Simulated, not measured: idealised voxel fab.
The following process module bears the name voxel self aligned vias.
cross-section cut | 285 nm wide | cells 5 nm
Cross-section = grid of square cells, listed top down in bands; band = one or more rows.
Top, bottom (nm), then materials left to right with widths (nm); lone material tagged "everywhere" fills the whole band edge to edge; "air" = empty space.
All heights in this document are referenced to 0, defined as the level beneath which the wafer, as received, consists entirely of one material. The lowest band is not bounded below; it extends indefinitely downward and is written in the form "0 down".
Width: "30 to 40" (first number = top row, second number = bottom row, same change from row to row of cells).
"nothing was modified" after a step means that no cell of the cross-section changed.
"Tabulated closed voids" means: voids of 8 cells or more that are shut off from the top with no open way through. Written width x height at distance, distance from the left edge, in nm.
Anything after a step's settings on that line? It's the simulator's own note about the step.
"overlay nm" denotes, for a step that has a mask, the displacement of the mask to the right of its planned place, with negative values corresponding to the left.
### Listed below are the process steps as planned
1) RECEIVE: material Si
2) CONFORMAL_DEP: material SiO2, thk nm 15
3) CONFORMAL_DEP: material SiCN, thk nm 5
4) DIRECTIONAL_DEP: material lowk, thk nm 30
5) PATTERN: tone open, mask id LINES, material resist, width nm 20, pitch nm 65, thk nm 15, overlay nm 0
6) DIRECTIONAL_ETCH: etch materials lowk, depth nm 30
7) STRIP: etch materials resist
8) CONFORMAL_DEP: material TiN, thk nm 5
9) FILL_DEP: material W, thk nm 5
10) CMP: height nm 50
11) SELECTIVE_ETCH: etch materials W Ru TiN, depth nm 5
12) FILL_DEP: material SiN, thk nm 5
13) CMP: height nm 50
14) DIRECTIONAL_DEP: material lowk, thk nm 15
15) MASKED_ETCH: tone open, mask id VIAS, width nm 40, etch materials lowk, depth nm 15, overlay nm 0
16) MASKED_ETCH: tone open, mask id VIAS, width nm 40, etch materials SiN, depth nm 5, overlay nm 0
17) CONFORMAL_DEP: material TiN, thk nm 5
18) FILL_DEP: material Cu, thk nm 5
19) CMP: height nm 65
20) CONFORMAL_DEP: material SiN, thk nm 5
### Incoming wafer, cross-sectional view, post step 1
	0 down | Si everywhere
	Tabulated closed voids: none
### Cross-sectional image of the first of two wafers at the end of the module, the run having proceeded as planned
	70 to 65 | SiN everywhere
	65 to 55 | lowk 90 nm, then TiN 5 nm, then Cu 30 nm, then TiN 5 nm, then lowk 155 nm
	55 to 50 | lowk 90 nm, then TiN 15 nm, then Cu 10 nm, then TiN 15 nm, then lowk 155 nm
	50 to 45 | lowk 100 nm, then TiN 20 nm, then lowk 45 nm, then SiN 20 nm, then lowk 100 nm
	45 to 25 | lowk 100 nm, then TiN 5 nm, then W 10 nm, then TiN 5 nm, then lowk 45 nm, then TiN 5 nm, then W 10 nm, then TiN 5 nm, then lowk 100 nm
	25 to 20 | lowk 100 nm, then TiN 20 nm, then lowk 45 nm, then TiN 20 nm, then lowk 100 nm
	20 to 15 | SiCN everywhere
	15 to 0 | SiO2 everywhere
	0 down | Si everywhere
	Tabulated closed voids: none
### Wafer two cross-section, module end. Start and plan unchanged from wafer one; one mistake made during the run
	70 to 65 | SiN everywhere
	65 to 55 | lowk 90 nm, then TiN 5 nm, then Cu 30 nm, then TiN 5 nm, then lowk 155 nm
	55 to 50 | lowk 90 nm, then TiN 25 nm, then Cu 10 nm, then TiN 5 nm, then lowk 155 nm
	50 to 45 | lowk 110 nm, then TiN 20 nm, then lowk 45 nm, then SiN 20 nm, then lowk 90 nm
	45 to 25 | lowk 110 nm, then TiN 5 nm, then W 10 nm, then TiN 5 nm, then lowk 45 nm, then TiN 5 nm, then W 10 nm, then TiN 5 nm, then lowk 90 nm
	25 to 20 | lowk 110 nm, then TiN 20 nm, then lowk 45 nm, then TiN 20 nm, then lowk 90 nm
	20 to 15 | SiCN everywhere
	15 to 0 | SiO2 everywhere
	0 down | Si everywhere
	Tabulated closed voids: none
Deviation noted in wafer processing: step 5 was not run as planned; what actually ran was PATTERN: tone open, mask id LINES, material resist, width nm 20, pitch nm 65, thk nm 15, overlay nm 10
The two final wafers agree on how many cells each material fills and disagree on which cells those are.
